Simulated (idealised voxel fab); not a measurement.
Documented hereafter: the process module known as voxel wiring stack.
Square cell edge 5 nm, section width 175 nm, ID cut.
Reading order for cross-sections: top band down to bottom band. Underlying form: a grid of square cells. Band size: one or more rows of cells. Band: top height; bottom height; in nm. Then, left to right: material with width in nm, for each material. "everywhere": a single material spanning edge to edge. "air": empty space. Zero point of the height axis is 0; under it, received wafer = one material. Lowest band: continues down indefinitely, "0 -> down". Quick explanation for "30->40": the width changes in equal steps down the rows of cells, from the first number in the band's top row to the second number in its bottom row. A step reported as "remained unchanged" is a step in which no cell of the cross-section changed. "Sealed internal voids" - sealed voids, min. 8 cells, no opening to top; format: width x height at distance (distance from left edge; nm throughout). Formally, on a step line, whatever follows the settings is a remark that the simulator itself makes on the step. Each step line may optionally specify "overlay nm", which for a step with a mask gives the rightward distance between the mask's planned place and where it lay, a negative value indicating the leftward direction.

-- Planned step list for the process
1. RECEIVE [material Si]
2. CONFORMAL_DEP [material SiO2] [thk nm 10]
3. DIRECTIONAL_DEP [material TiN] [thk nm 5]
4. DIRECTIONAL_DEP [material W] [thk nm 15]
5. PATTERN [tone cover] [mask id METAL_1] [material resist] [width nm 30] [pitch nm 55] [thk nm 15] [overlay nm 0]
6. DIRECTIONAL_ETCH [etch materials W] [depth nm 15]
7. DIRECTIONAL_ETCH [etch materials TiN] [depth nm 5]
8. STRIP [etch materials resist]
9. FILL_DEP [material lowk] [thk nm 5]
10. CMP [height nm 30]
11. CONFORMAL_DEP [material SiCN] [thk nm 5]
12. DIRECTIONAL_DEP [material SiO2] [thk nm 35]
13. PATTERN [tone open] [mask id METAL_2] [material resist] [width nm 30] [pitch nm 55] [thk nm 20] [overlay nm 0]
14. DIRECTIONAL_ETCH [etch materials SiO2] [depth nm 20]
15. STRIP [etch materials resist]
16. PATTERN [tone open] [mask id METAL_2_HOLES] [material resist] [width nm 15] [pitch nm 55] [thk nm 20] [overlay nm 0]
17. DIRECTIONAL_ETCH [etch materials SiO2] [depth nm 15]
18. DIRECTIONAL_ETCH [etch materials SiCN] [depth nm 5]
19. STRIP [etch materials resist]
20. CONFORMAL_DEP [material TiN] [thk nm 5]
21. FILL_DEP [material Cu] [thk nm 5]
22. CMP [height nm 70]
23. CONFORMAL_DEP [material SiCN] [thk nm 5]

-- Cross-section: wafer on arrival = after step 1
* 0 -> down = Si everywhere
* Sealed internal voids: none

-- The cross-section shown corresponds to the wafer at the conclusion of the module. The initial structure and the process plan are those presented above; however, one mistake occurred in executing the plan
* 75 -> 70 = SiCN everywhere
* 70 -> 35 = SiO2 everywhere
* 35 -> 30 = SiCN everywhere
* 30 -> 15 = lowk: 15  W: 30  lowk: 25  W: 30  lowk: 25  W: 30  lowk: 20
* 15 -> 10 = lowk: 15  TiN: 30  lowk: 25  TiN: 30  lowk: 25  TiN: 30  lowk: 20
* 10 -> 0 = SiO2 everywhere
* 0 -> down = Si everywhere
* Sealed internal voids: none
Against the plan, the run slipped here: step 12 of the plan was executed twice over
